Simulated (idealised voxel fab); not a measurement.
The process module presented herein is designated voxel double patterning.
Square cell edge 5 nm, section width 195 nm, ID cut.
A cross-section in this document is a grid of square cells, and it is written down as bands, the top band listed before the ones below it; a band is made up of one or more rows of cells.
Band: top and bottom heights (nm) first, top before bottom; then materials from left to right, widths in nm. "throughout" marks a sole material filling the band edge to edge. "blank" denotes empty space.
It should be noted that heights are counted from 0, beneath which the wafer as supplied is of one material throughout, and that the lowest band possesses no lower boundary but continues downward, as written in "top 0, no bottom".
So if you see something like "30 to 40" for the width, read it as the top row of the band sitting at the first number and the bottom row at the second, with every row in between moving by the same amount as the last.
You'll sometimes find "all unchanged" written for a step, and that's the way of saying that nowhere in the cross-section did a cell change during that step.
Sealed internal cavities: empty space of 8 cells or more with no open way to the top, each as width x height at its distance from the left edge, in nm
Where a step's line continues beyond its settings, the continuation is a remark by the simulator itself on that step.
The optional step-line setting "overlay nm" applies to steps with a mask and quantifies how far to the right of its planned location the mask lay, a negative value indicating leftward placement.
[Steps in the process plan]
- 1: op RECEIVE | material Si
- 2: op CONFORMAL_DEP | material SiO2 | thk nm 5
- 3: op DIRECTIONAL_DEP | material polySi | thk nm 20
- 4: op DIRECTIONAL_DEP | material SiN | thk nm 5
- 5: op DIRECTIONAL_DEP | material aC | thk nm 10
- 6: op PATTERN | tone open | mask id FIRST | material resist | width nm 15 | pitch nm 50 | thk nm 30 | overlay nm 0
- 7: op DIRECTIONAL_ETCH | etch materials aC | depth nm 10
- 8: op STRIP | etch materials resist
- 9: op DIRECTIONAL_ETCH | etch materials SiN | depth nm 5
- 10: op STRIP | etch materials aC
- 11: op PATTERN | tone open | mask id SECOND | material resist | width nm 15 | thk nm 20 | overlay nm 0
- 12: op DIRECTIONAL_ETCH | etch materials SiN | depth nm 5
- 13: op STRIP | etch materials resist
- 14: op DIRECTIONAL_ETCH | etch materials polySi | depth nm 20
- 15: op STRIP | etch materials SiN
[First of two wafers, with the run carried out as planned]
[Cross-section of the wafer upon arrival, representing the state reached after step 1]
	top 0, no bottom: Si throughout
	Sealed internal cavities: none
[The wafer, seen in cross-section, after step 2]
	top 5, bottom 0: SiO2 throughout
	Everything below 0 is unchanged.
[The wafer, seen in cross-section, after step 3]
	top 25, bottom 5: polySi throughout
	Everything below 5 is unchanged.
[The wafer, seen in cross-section, after step 4]
	top 30, bottom 25: SiN throughout
	Everything below 25 is unchanged.
[The wafer, seen in cross-section, after step 5]
	top 40, bottom 30: aC throughout
	Everything below 30 is unchanged.
[The wafer, seen in cross-section, after step 6]
	top 70, bottom 40: resist: 65 / blank: 15 / resist: 35 / blank: 15 / resist: 65
	Everything below 40 is unchanged.
[The wafer, seen in cross-section, after step 7]
	top 60, bottom 40: resist: 65 / blank: 15 / resist: 35 / blank: 15 / resist: 65
	top 40, bottom 30: aC: 65 / blank: 15 / aC: 35 / blank: 15 / aC: 65
	Everything below 30 is unchanged.
[The wafer, seen in cross-section, after step 8]
	top 40, bottom 30: aC: 65 / blank: 15 / aC: 35 / blank: 15 / aC: 65
	Everything below 30 is unchanged.
[The wafer, seen in cross-section, after step 9]
	top 40, bottom 30: aC: 65 / blank: 15 / aC: 35 / blank: 15 / aC: 65
	top 30, bottom 25: SiN: 65 / blank: 15 / SiN: 35 / blank: 15 / SiN: 65
	Everything below 25 is unchanged.
[The wafer, seen in cross-section, after step 10]
	top 30, bottom 25: SiN: 65 / blank: 15 / SiN: 35 / blank: 15 / SiN: 65
	Everything below 25 is unchanged.
[The wafer, seen in cross-section, after step 11]
	top 50, bottom 30: resist: 90 / blank: 15 / resist: 90
	top 30, bottom 25: SiN: 65 / resist: 15 / SiN: 35 / resist: 15 / SiN: 65
	Everything below 25 is unchanged.
[The wafer, seen in cross-section, after step 12]
	top 50, bottom 30: resist: 90 / blank: 15 / resist: 90
	top 30, bottom 25: SiN: 65 / resist: 15 / SiN: 10 / blank: 15 / SiN: 10 / resist: 15 / SiN: 65
	Everything below 25 is unchanged.
[The wafer, seen in cross-section, after step 13]
	top 30, bottom 25: SiN: 65 / blank: 15 / SiN: 10 / blank: 15 / SiN: 10 / blank: 15 / SiN: 65
	Everything below 25 is unchanged.
[The wafer, seen in cross-section, after step 14]
	top 30, bottom 25: SiN: 65 / blank: 15 / SiN: 10 / blank: 15 / SiN: 10 / blank: 15 / SiN: 65
	top 25, bottom 5: polySi: 65 / blank: 15 / polySi: 10 / blank: 15 / polySi: 10 / blank: 15 / polySi: 65
	Everything below 5 is unchanged.
[The wafer, seen in cross-section, after step 15]
	top 25, bottom 5: polySi: 65 / blank: 15 / polySi: 10 / blank: 15 / polySi: 10 / blank: 15 / polySi: 65
	Everything below 5 is unchanged.
[Second wafer - shared start and plan with the first - one error in running - same as the first up to step 5 inclusive]
[Second wafer shown in cross-section at the time step 6 was slated to end]
	top 70, bottom 40: blank: 65 / resist: 15 / blank: 35 / resist: 15 / blank: 65
	Everything below 40 is unchanged.
[Second wafer shown in cross-section at the time step 7 was slated to end]
	top 60, bottom 40: blank: 65 / resist: 15 / blank: 35 / resist: 15 / blank: 65
	top 40, bottom 30: blank: 65 / aC: 15 / blank: 35 / aC: 15 / blank: 65
	Everything below 30 is unchanged.
[Second wafer shown in cross-section at the time step 8 was slated to end]
	top 40, bottom 30: blank: 65 / aC: 15 / blank: 35 / aC: 15 / blank: 65
	Everything below 30 is unchanged.
[Second wafer shown in cross-section at the time step 9 was slated to end]
	top 40, bottom 30: blank: 65 / aC: 15 / blank: 35 / aC: 15 / blank: 65
	top 30, bottom 25: blank: 65 / SiN: 15 / blank: 35 / SiN: 15 / blank: 65
	Everything below 25 is unchanged.
[Second wafer shown in cross-section at the time step 10 was slated to end]
	top 30, bottom 25: blank: 65 / SiN: 15 / blank: 35 / SiN: 15 / blank: 65
	Everything below 25 is unchanged.
[Second wafer shown in cross-section at the time step 11 was slated to end]
	top 50, bottom 30: resist: 90 / blank: 15 / resist: 90
	top 30, bottom 25: resist: 65 / SiN: 15 / resist: 10 / blank: 15 / resist: 10 / SiN: 15 / resist: 65
	Everything below 25 is unchanged.
Second wafer shown in cross-section at the time step 12 was slated to end: all unchanged
[Second wafer shown in cross-section at the time step 13 was slated to end]
	top 30, bottom 25: blank: 65 / SiN: 15 / blank: 35 / SiN: 15 / blank: 65
	Everything below 25 is unchanged.
[Second wafer shown in cross-section at the time step 14 was slated to end]
	top 30, bottom 25: blank: 65 / SiN: 15 / blank: 35 / SiN: 15 / blank: 65
	top 25, bottom 5: blank: 65 / polySi: 15 / blank: 35 / polySi: 15 / blank: 65
	Everything below 5 is unchanged.
[Second wafer shown in cross-section at the time step 15 was slated to end]
	top 25, bottom 5: blank: 65 / polySi: 15 / blank: 35 / polySi: 15 / blank: 65
	Everything below 5 is unchanged.
Heads up, the wafer didn't run the way we planned it: off-plan run, step 6, actual operation and settings op PATTERN | tone cover | mask id FIRST | material resist | width nm 15 | pitch nm 50 | thk nm 30 | overlay nm 0
Count the cells at the end and the second wafer has more or fewer of some materials than the first: polySi: 96 fewer
